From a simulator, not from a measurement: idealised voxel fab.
Name of the process module below: voxel transistor to metal
Square cell edge 5 nm, section width 190 nm, ID cut.
We lay out every cross-section as a grid of square cells and spell it out in bands from the top down, where one band means one or more rows of cells.
Top height, bottom height, nm. Materials left to right, width each, nm. Single material + "edge to edge" = fills band edge to edge. "empty" = empty.
Below 0: as-received wafer, all one material; heights counted from there. Lowest band: no bottom, goes on down, written "top 0, no bottom".
Width: "30..40" (first number = top row, second number = bottom row, same change from row to row of cells).
No cell of the cross-section changed in a step that is given as "nothing altered".
Under "Closed void catalog" you'll find the enclosed gaps, the ones with no way out to the top, that are 8 cells or bigger; each reads width x height at distance, with distance counted from the left edge, everything in nm.
It should be noted that, on the line of a given step, the content following the step's settings is a remark produced by the simulator itself with respect to that step.
overlay nm: where the mask lay relative to plan, measured to the right, on steps with a mask; negatives go left.
### The planned process steps are enumerated hereunder
- 1: RECEIVE: material Si
- 2: OXIDIZE: depth nm 5
- 3: CONFORMAL_DEP: material SiN, thk nm 15
- 4: MASKED_ETCH: tone cover, mask id ACTIVE, width nm 100, etch materials SiN, depth nm 15, overlay nm 0
- 5: MASKED_ETCH: tone cover, mask id ACTIVE, width nm 100, etch materials SiO2, depth nm 5, overlay nm 0
- 6: MASKED_ETCH: tone cover, mask id ACTIVE, width nm 100, etch materials Si, depth nm 30, overlay nm 0
- 7: FILL_DEP: material SiO2, thk nm 15
- 8: CMP: height nm 15
- 9: SELECTIVE_ETCH: etch materials SiO2, depth nm 5
- 10: STRIP: etch materials SiN
- 11: SELECTIVE_ETCH: etch materials SiO2, depth nm 5
- 12: OXIDIZE: depth nm 5
- 13: DIRECTIONAL_DEP: material polySi, thk nm 25
- 14: DIRECTIONAL_DEP: material SiCN, thk nm 15
- 15: MASKED_ETCH: tone cover, mask id GATE, width nm 20, etch materials SiCN, depth nm 25, overlay nm 0
- 16: MASKED_ETCH: tone cover, mask id GATE, width nm 20, etch materials polySi, depth nm 35, overlay nm 0
- 17: CONFORMAL_DEP: material SiN, thk nm 10
- 18: DIRECTIONAL_ETCH: etch materials SiN, depth nm 10
- 19: DIRECTIONAL_ETCH: etch materials SiO2, depth nm 5
- 20: DIRECTIONAL_ETCH: etch materials Si, depth nm 5
- 21: EPI: material nSi, thk nm 5
- 22: FILL_DEP: material SiO2, thk nm 5
- 23: CMP: height nm 35
- 24: DIRECTIONAL_DEP: material SiO2, thk nm 15
- 25: MASKED_ETCH: tone open, mask id CONTACT, width nm 20, pitch nm 70, etch materials SiO2, depth nm 60, overlay nm 0
- 26: CONFORMAL_DEP: material TiN, thk nm 5
- 27: FILL_DEP: material Ru, thk nm 10
- 28: CMP: height nm 50
- 29: DIRECTIONAL_DEP: material TiN, thk nm 5
- 30: DIRECTIONAL_DEP: material Ru, thk nm 15
- 31: PATTERN: tone cover, mask id METAL_1, material resist, width nm 20, pitch nm 70, thk nm 20, overlay nm 0
- 32: DIRECTIONAL_ETCH: etch materials Ru, depth nm 15
- 33: DIRECTIONAL_ETCH: etch materials TiN, depth nm 5
- 34: STRIP: etch materials resist
- 35: CONFORMAL_DEP: material SiN, thk nm 5
- 36: FILL_DEP: material SiO2, thk nm 5
- 37: CMP: height nm 70
- 38: CONFORMAL_DEP: material SiCN, thk nm 5
### This is the cross-section of the wafer as we received it, i.e. after step 1
    top 0, no bottom  Si edge to edge
    Closed void catalog: none
### Wafer cross-section at end of module: start and plan as shown above, one execution error
    top 75, bottom 70  SiCN edge to edge
    top 70, bottom 55  SiO2: 45 / SiN: 5 / Ru: 20 / SiN: 5 / SiO2: 40 / SiN: 5 / Ru: 20 / SiN: 5 / SiO2: 45
    top 55, bottom 50  SiN: 50 / TiN: 20 / SiN: 50 / TiN: 20 / SiN: 50
    top 50, bottom 35  SiO2: 50 / TiN: 5 / Ru: 10 / TiN: 5 / SiO2: 50 / TiN: 5 / Ru: 10 / TiN: 5 / SiO2: 50
    top 35, bottom 20  SiO2: 50 / TiN: 5 / Ru: 10 / TiN: 5 / SiO2: 5 / SiN: 10 / SiCN: 20 / SiN: 10 / SiO2: 5 / TiN: 5 / Ru: 10 / TiN: 5 / SiO2: 50
    top 20, bottom 5  SiO2: 50 / TiN: 5 / Ru: 10 / TiN: 5 / SiO2: 5 / SiN: 10 / polySi: 20 / SiN: 10 / SiO2: 5 / TiN: 5 / Ru: 10 / TiN: 5 / SiO2: 50
    top 5, bottom -5  SiO2: 35 / SiN: 10 / SiO2: 5 / TiN: 5 / Ru: 10 / TiN: 5 / SiO2: 5 / SiN: 10 / polySi: 20 / SiN: 10 / SiO2: 5 / TiN: 5 / Ru: 10 / TiN: 5 / SiO2: 5 / SiN: 10 / SiO2: 35
    top -5, bottom -10  SiO2: 35 / SiN: 10 / SiO2: 5 / TiN: 20 / nSi: 5 / SiO2: 40 / nSi: 5 / TiN: 20 / SiO2: 5 / SiN: 10 / SiO2: 35
    top -10, bottom -15  SiO2: 50 / nSi: 25 / Si: 40 / nSi: 25 / SiO2: 50
    top -15, bottom -35  SiO2: 45 / Si: 100 / SiO2: 45
    top -35, no bottom  Si edge to edge
    Closed void catalog: none
Run error: step 9 ran in the slot meant for step 10, and vice versa
